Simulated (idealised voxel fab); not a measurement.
process module | voxel double patterning
cross-section cut | 245 nm wide | cells 5 nm
A cross-section is a grid of square cells, given in bands from the top down. A band is one or more rows of cells.
Each band's line starts with the height of the band's top and of its bottom, in nm. Then come its materials from left to right, each with its width in nm. One material with "throughout" fills the band from edge to edge. "air" is empty space.
Height 0 is the level under which the wafer as received is all one material. The lowest band goes on downwards, as in "0 down".
A width such as "30 to 40" changes by the same amount from each row of cells to the next, from the band's top row to its bottom row.
"no change" after a step means that no cell of the cross-section changed.
closed voids: empty space of 8 cells or more with no open way to the top, each as width x height at its distance from the left edge, in nm
after a step's settings: what the simulator itself notes on the step
overlay nm, on a step with a mask: how far to the right of its planned place the mask lay; to the left if negative
plan
1 op RECEIVE | material Si
2 op CONFORMAL_DEP | material SiO2 | thk nm 10
3 op DIRECTIONAL_DEP | material W | thk nm 10
4 op DIRECTIONAL_DEP | material SiN | thk nm 10
5 op DIRECTIONAL_DEP | material aC | thk nm 10
6 op PATTERN | tone open | mask id FIRST | material resist | width nm 15 | pitch nm 50 | thk nm 25 | overlay nm 0
7 op DIRECTIONAL_ETCH | etch materials aC | depth nm 10
8 op STRIP | etch materials resist
9 op DIRECTIONAL_ETCH | etch materials SiN | depth nm 10
10 op STRIP | etch materials aC
11 op MASKED_ETCH | tone open | mask id SECOND | width nm 15 | etch materials SiN | depth nm 10 | overlay nm 0
12 op DIRECTIONAL_ETCH | etch materials W | depth nm 10
13 op STRIP | etch materials SiN
first wafer, as planned
as received, after step 1
  0 down: Si throughout
  closed voids: none
after step 2
  10 to 0: SiO2 throughout
  below 0: unchanged
after step 3
  20 to 10: W throughout
  below 10: unchanged
after step 4
  30 to 20: SiN throughout
  below 20: unchanged
after step 5
  40 to 30: aC throughout
  below 30: unchanged
after step 6
  65 to 40: resist 90 | air 15 | resist 35 | air 15 | resist 90
  below 40: unchanged
after step 7
  55 to 40: resist 90 | air 15 | resist 35 | air 15 | resist 90
  40 to 30: aC 90 | air 15 | aC 35 | air 15 | aC 90
  below 30: unchanged
after step 8
  40 to 30: aC 90 | air 15 | aC 35 | air 15 | aC 90
  below 30: unchanged
after step 9
  40 to 30: aC 90 | air 15 | aC 35 | air 15 | aC 90
  30 to 20: SiN 90 | air 15 | SiN 35 | air 15 | SiN 90
  below 20: unchanged
after step 10
  30 to 20: SiN 90 | air 15 | SiN 35 | air 15 | SiN 90
  below 20: unchanged
after step 11
  30 to 20: SiN 90 | air 15 | SiN 10 | air 15 | SiN 10 | air 15 | SiN 90
  below 20: unchanged
after step 12
  30 to 20: SiN 90 | air 15 | SiN 10 | air 15 | SiN 10 | air 15 | SiN 90
  20 to 10: W 90 | air 15 | W 10 | air 15 | W 10 | air 15 | W 90
  below 10: unchanged
after step 13
  20 to 10: W 90 | air 15 | W 10 | air 15 | W 10 | air 15 | W 90
  below 10: unchanged
second wafer: like start, like plan, one mistake. Through step 11 it matches the first wafer
when step 12 should have ended
  30 to 20: SiN 90 | air 15 | SiN 10 | air 15 | SiN 10 | air 15 | SiN 90
  20 to 10: W 90 | air 15 | W 10 | air 15 | W 10 | air 15 | W 90
  below 10: unchanged
when step 13 should have ended
  20 to 10: W 90 | air 15 | W 10 | air 15 | W 10 | air 15 | W 90
  below 10: unchanged
what went wrong: step 12 was run twice
at the end the two cross-sections are the same: no effect in what this model computes
